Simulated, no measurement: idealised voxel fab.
The document below concerns the process module designated voxel self aligned vias.
We display cut, a cross-section 230 nm in width whose square cells are each 5 nm.
Cross-section = grid of square cells, listed top down in bands; band = one or more rows.
Per band: top height and bottom height in nm, followed by the left-to-right materials and their widths in nm; "all across" marks a single material spanning edge to edge, "blank" marks empty space.
A quick word on heights: they are counted from 0, and under that level the wafer as it came to us is one material throughout. The lowest band is different from the rest in having no bottom; it simply continues downward, written as in "top 0, no bottom".
When a width is written as two numbers, as in "30->40", the first number is the width in the top row of cells of the band and the second is the width in its bottom row, and the width changes by the same amount from each row to the next.
Basically "no alterations made" means that step didn't change any cell in the cross-section.
Voids not open to the top, 8 cells minimum: see "Closed voids list". Written width x height at distance; distance is from the left edge; nm.
Whatever follows a step's settings on its line is a remark the simulator itself makes about that step.
"overlay nm" on a masked step: distance the mask lay right of its planned place, negative for left.
So here's the lineup of process steps we planned
1. RECEIVE, material Si
2. CONFORMAL_DEP, material SiO2, thk nm 10
3. CONFORMAL_DEP, material SiCN, thk nm 5
4. DIRECTIONAL_DEP, material SiO2, thk nm 30
5. DIRECTIONAL_DEP, material aC, thk nm 15
6. PATTERN, tone open, mask id LINES, material resist, width nm 25, pitch nm 55, thk nm 30, overlay nm 0
7. DIRECTIONAL_ETCH, etch materials aC, depth nm 15
8. STRIP, etch materials resist
9. DIRECTIONAL_ETCH, etch materials SiO2, depth nm 30
10. STRIP, etch materials aC
11. CONFORMAL_DEP, material TiN, thk nm 5
12. FILL_DEP, material W, thk nm 5
13. CMP, height nm 45
14. SELECTIVE_ETCH, etch materials W Ru TiN, depth nm 10
15. FILL_DEP, material SiN, thk nm 5
16. CMP, height nm 45
17. DIRECTIONAL_DEP, material SiO2, thk nm 15
18. DIRECTIONAL_DEP, material aC, thk nm 10
19. PATTERN, tone open, mask id VIAS, material resist, width nm 35, pitch nm 55, thk nm 25, overlay nm 0
20. DIRECTIONAL_ETCH, etch materials aC, depth nm 10
21. STRIP, etch materials resist
22. DIRECTIONAL_ETCH, etch materials SiO2, depth nm 15
23. DIRECTIONAL_ETCH, etch materials SiN, depth nm 10
24. STRIP, etch materials aC
25. CONFORMAL_DEP, material TiN, thk nm 5
26. FILL_DEP, material Ru, thk nm 5
27. CMP, height nm 60
28. CONFORMAL_DEP, material SiCN, thk nm 5
First wafer of two (run as planned)
Cross-section of the wafer upon arrival, representing the state reached after step 1
	top 0, no bottom = Si all across
	Closed voids list: none
Wafer xsec, post step 2
	top 10, bottom 0 = SiO2 all across
	Below 0, the layers are the same as they were.
Wafer xsec, post step 3
	top 15, bottom 10 = SiCN all across
	Below 10, the layers are the same as they were.
Wafer xsec, post step 4
	top 45, bottom 15 = SiO2 all across
	Below 15, the layers are the same as they were.
Wafer xsec, post step 5
	top 60, bottom 45 = aC all across
	Below 45, the layers are the same as they were.
Wafer xsec, post step 6
	top 90, bottom 60 = resist 45  blank 25  resist 30  blank 25  resist 30  blank 25  resist 50
	Below 60, the layers are the same as they were.
Wafer xsec, post step 7
	top 75, bottom 60 = resist 45  blank 25  resist 30  blank 25  resist 30  blank 25  resist 50
	top 60, bottom 45 = aC 45  blank 25  aC 30  blank 25  aC 30  blank 25  aC 50
	Below 45, the layers are the same as they were.
Wafer xsec, post step 8
	top 60, bottom 45 = aC 45  blank 25  aC 30  blank 25  aC 30  blank 25  aC 50
	Below 45, the layers are the same as they were.
Wafer xsec, post step 9
	top 60, bottom 45 = aC 45  blank 25  aC 30  blank 25  aC 30  blank 25  aC 50
	top 45, bottom 15 = SiO2 45  blank 25  SiO2 30  blank 25  SiO2 30  blank 25  SiO2 50
	Below 15, the layers are the same as they were.
Wafer xsec, post step 10
	top 45, bottom 15 = SiO2 45  blank 25  SiO2 30  blank 25  SiO2 30  blank 25  SiO2 50
	Below 15, the layers are the same as they were.
Wafer xsec, post step 11
	top 50, bottom 45 = TiN 50  blank 15  TiN 40  blank 15  TiN 40  blank 15  TiN 55
	top 45, bottom 20 = SiO2 45  TiN 5  blank 15  TiN 5  SiO2 30  TiN 5  blank 15  TiN 5  SiO2 30  TiN 5  blank 15  TiN 5  SiO2 50
	top 20, bottom 15 = SiO2 45  TiN 25  SiO2 30  TiN 25  SiO2 30  TiN 25  SiO2 50
	Below 15, the layers are the same as they were.
Wafer xsec, post step 12
	top 55, bottom 50 = W all across
	top 50, bottom 45 = TiN 50  W 15  TiN 40  W 15  TiN 40  W 15  TiN 55
	top 45, bottom 20 = SiO2 45  TiN 5  W 15  TiN 5  SiO2 30  TiN 5  W 15  TiN 5  SiO2 30  TiN 5  W 15  TiN 5  SiO2 50
	Below 20, the layers are the same as they were.
Wafer xsec, post step 13
	top 45, bottom 20 = SiO2 45  TiN 5  W 15  TiN 5  SiO2 30  TiN 5  W 15  TiN 5  SiO2 30  TiN 5  W 15  TiN 5  SiO2 50
	Below 20, the layers are the same as they were.
Wafer xsec, post step 14
	top 45, bottom 35 = SiO2 45  blank 25  SiO2 30  blank 25  SiO2 30  blank 25  SiO2 50
	Below 35, the layers are the same as they were.
Wafer xsec, post step 15
	top 50, bottom 45 = SiN all across
	top 45, bottom 35 = SiO2 45  SiN 25  SiO2 30  SiN 25  SiO2 30  SiN 25  SiO2 50
	Below 35, the layers are the same as they were.
Wafer xsec, post step 16
	top 45, bottom 35 = SiO2 45  SiN 25  SiO2 30  SiN 25  SiO2 30  SiN 25  SiO2 50
	Below 35, the layers are the same as they were.
Wafer xsec, post step 17
	top 60, bottom 45 = SiO2 all across
	Below 45, the layers are the same as they were.
Wafer xsec, post step 18
	top 70, bottom 60 = aC all across
	Below 60, the layers are the same as they were.
Wafer xsec, post step 19
	top 95, bottom 70 = resist 40  blank 35  resist 20  blank 35  resist 20  blank 35  resist 45
	Below 70, the layers are the same as they were.
Wafer xsec, post step 20
	top 85, bottom 70 = resist 40  blank 35  resist 20  blank 35  resist 20  blank 35  resist 45
	top 70, bottom 60 = aC 40  blank 35  aC 20  blank 35  aC 20  blank 35  aC 45
	Below 60, the layers are the same as they were.
Wafer xsec, post step 21
	top 70, bottom 60 = aC 40  blank 35  aC 20  blank 35  aC 20  blank 35  aC 45
	Below 60, the layers are the same as they were.
Wafer xsec, post step 22
	top 70, bottom 60 = aC 40  blank 35  aC 20  blank 35  aC 20  blank 35  aC 45
	top 60, bottom 45 = SiO2 40  blank 35  SiO2 20  blank 35  SiO2 20  blank 35  SiO2 45
	Below 45, the layers are the same as they were.
Wafer xsec, post step 23
	top 70, bottom 60 = aC 40  blank 35  aC 20  blank 35  aC 20  blank 35  aC 45
	top 60, bottom 45 = SiO2 40  blank 35  SiO2 20  blank 35  SiO2 20  blank 35  SiO2 45
	top 45, bottom 35 = SiO2 45  blank 25  SiO2 30  blank 25  SiO2 30  blank 25  SiO2 50
	Below 35, the layers are the same as they were.
Wafer xsec, post step 24
	top 60, bottom 45 = SiO2 40  blank 35  SiO2 20  blank 35  SiO2 20  blank 35  SiO2 45
	Below 45, the layers are the same as they were.
Wafer xsec, post step 25
	top 65, bottom 60 = TiN 45  blank 25  TiN 30  blank 25  TiN 30  blank 25  TiN 50
	top 60, bottom 50 = SiO2 40  TiN 5  blank 25  TiN 5  SiO2 20  TiN 5  blank 25  TiN 5  SiO2 20  TiN 5  blank 25  TiN 5  SiO2 45
	top 50, bottom 40 = SiO2 40->45  TiN 10->5  blank 15  TiN 10->5  SiO2 20->30  TiN 10->5  blank 15  TiN 10->5  SiO2 20->30  TiN 10->5  blank 15  TiN 10->5  SiO2 45->50
	top 40, bottom 35 = SiO2 45  TiN 25  SiO2 30  TiN 25  SiO2 30  TiN 25  SiO2 50
	Below 35, the layers are the same as they were.
Wafer xsec, post step 26
	top 70, bottom 65 = Ru all across
	top 65, bottom 60 = TiN 45  Ru 25  TiN 30  Ru 25  TiN 30  Ru 25  TiN 50
	top 60, bottom 50 = SiO2 40  TiN 5  Ru 25  TiN 5  SiO2 20  TiN 5  Ru 25  TiN 5  SiO2 20  TiN 5  Ru 25  TiN 5  SiO2 45
	top 50, bottom 40 = SiO2 40->45  TiN 10->5  Ru 15  TiN 10->5  SiO2 20->30  TiN 10->5  Ru 15  TiN 10->5  SiO2 20->30  TiN 10->5  Ru 15  TiN 10->5  SiO2 45->50
	Below 40, the layers are the same as they were.
Wafer xsec, post step 27
	top 60, bottom 50 = SiO2 40  TiN 5  Ru 25  TiN 5  SiO2 20  TiN 5  Ru 25  TiN 5  SiO2 20  TiN 5  Ru 25  TiN 5  SiO2 45
	Below 50, the layers are the same as they were.
Wafer xsec, post step 28
	top 65, bottom 60 = SiCN all across
	Below 60, the layers are the same as they were.
Regarding the second of the two wafers: it shared the first wafer's starting condition and process plan, yet one error occurred during its execution. Its history coincides with that of the first wafer up to and including step 18
Here is the second wafer in cross-section at the point where step 19 of the plan should have been done
	top 95, bottom 70 = resist 45  blank 30  resist 25  blank 30  resist 25  blank 30  resist 45
	Below 70, the layers are the same as they were.
Here is the second wafer in cross-section at the point where step 20 of the plan should have been done
	top 85, bottom 70 = resist 45  blank 30  resist 25  blank 30  resist 25  blank 30  resist 45
	top 70, bottom 60 = aC 45  blank 30  aC 25  blank 30  aC 25  blank 30  aC 45
	Below 60, the layers are the same as they were.
Here is the second wafer in cross-section at the point where step 21 of the plan should have been done
	top 70, bottom 60 = aC 45  blank 30  aC 25  blank 30  aC 25  blank 30  aC 45
	Below 60, the layers are the same as they were.
Here is the second wafer in cross-section at the point where step 22 of the plan should have been done
	top 70, bottom 60 = aC 45  blank 30  aC 25  blank 30  aC 25  blank 30  aC 45
	top 60, bottom 45 = SiO2 45  blank 30  SiO2 25  blank 30  SiO2 25  blank 30  SiO2 45
	Below 45, the layers are the same as they were.
Here is the second wafer in cross-section at the point where step 23 of the plan should have been done
	top 70, bottom 60 = aC 45  blank 30  aC 25  blank 30  aC 25  blank 30  aC 45
	top 60, bottom 45 = SiO2 45  blank 30  SiO2 25  blank 30  SiO2 25  blank 30  SiO2 45
	top 45, bottom 35 = SiO2 45  blank 25  SiO2 30  blank 25  SiO2 30  blank 25  SiO2 50
	Below 35, the layers are the same as they were.
Here is the second wafer in cross-section at the point where step 24 of the plan should have been done
	top 60, bottom 45 = SiO2 45  blank 30  SiO2 25  blank 30  SiO2 25  blank 30  SiO2 45
	Below 45, the layers are the same as they were.
Here is the second wafer in cross-section at the point where step 25 of the plan should have been done
	top 65, bottom 60 = TiN 50  blank 20  TiN 35  blank 20  TiN 35  blank 20  TiN 50
	top 60, bottom 50 = SiO2 45  TiN 5  blank 20  TiN 5  SiO2 25  TiN 5  blank 20  TiN 5  SiO2 25  TiN 5  blank 20  TiN 5  SiO2 45
	top 50, bottom 40 = SiO2 45  TiN 5  blank 15  TiN 10->5  SiO2 25->30  TiN 5  blank 15  TiN 10->5  SiO2 25->30  TiN 5  blank 15  TiN 10->5  SiO2 45->50
	top 40, bottom 35 = SiO2 45  TiN 25  SiO2 30  TiN 25  SiO2 30  TiN 25  SiO2 50
	Below 35, the layers are the same as they were.
Here is the second wafer in cross-section at the point where step 26 of the plan should have been done
	top 70, bottom 65 = Ru all across
	top 65, bottom 60 = TiN 50  Ru 20  TiN 35  Ru 20  TiN 35  Ru 20  TiN 50
	top 60, bottom 50 = SiO2 45  TiN 5  Ru 20  TiN 5  SiO2 25  TiN 5  Ru 20  TiN 5  SiO2 25  TiN 5  Ru 20  TiN 5  SiO2 45
	top 50, bottom 40 = SiO2 45  TiN 5  Ru 15  TiN 10->5  SiO2 25->30  TiN 5  Ru 15  TiN 10->5  SiO2 25->30  TiN 5  Ru 15  TiN 10->5  SiO2 45->50
	Below 40, the layers are the same as they were.
Here is the second wafer in cross-section at the point where step 27 of the plan should have been done
	top 60, bottom 50 = SiO2 45  TiN 5  Ru 20  TiN 5  SiO2 25  TiN 5  Ru 20  TiN 5  SiO2 25  TiN 5  Ru 20  TiN 5  SiO2 45
	Below 50, the layers are the same as they were.
Here is the second wafer in cross-section at the point where step 28 of the plan should have been done
	top 65, bottom 60 = SiCN all across
	Below 60, the layers are the same as they were.
It is concluded that the wafer was processed incorrectly with respect to the plan, in that step 19: run off-plan, actual operation and settings PATTERN, tone open, mask id VIAS, material resist, width nm 30, pitch nm 55, thk nm 25, overlay nm 0
Upon completion, the second wafer contains, in terms of cells, a greater or smaller amount of certain materials than the first wafer: Ru: 6 fewer; SiO2: 9 more; TiN: 3 fewer
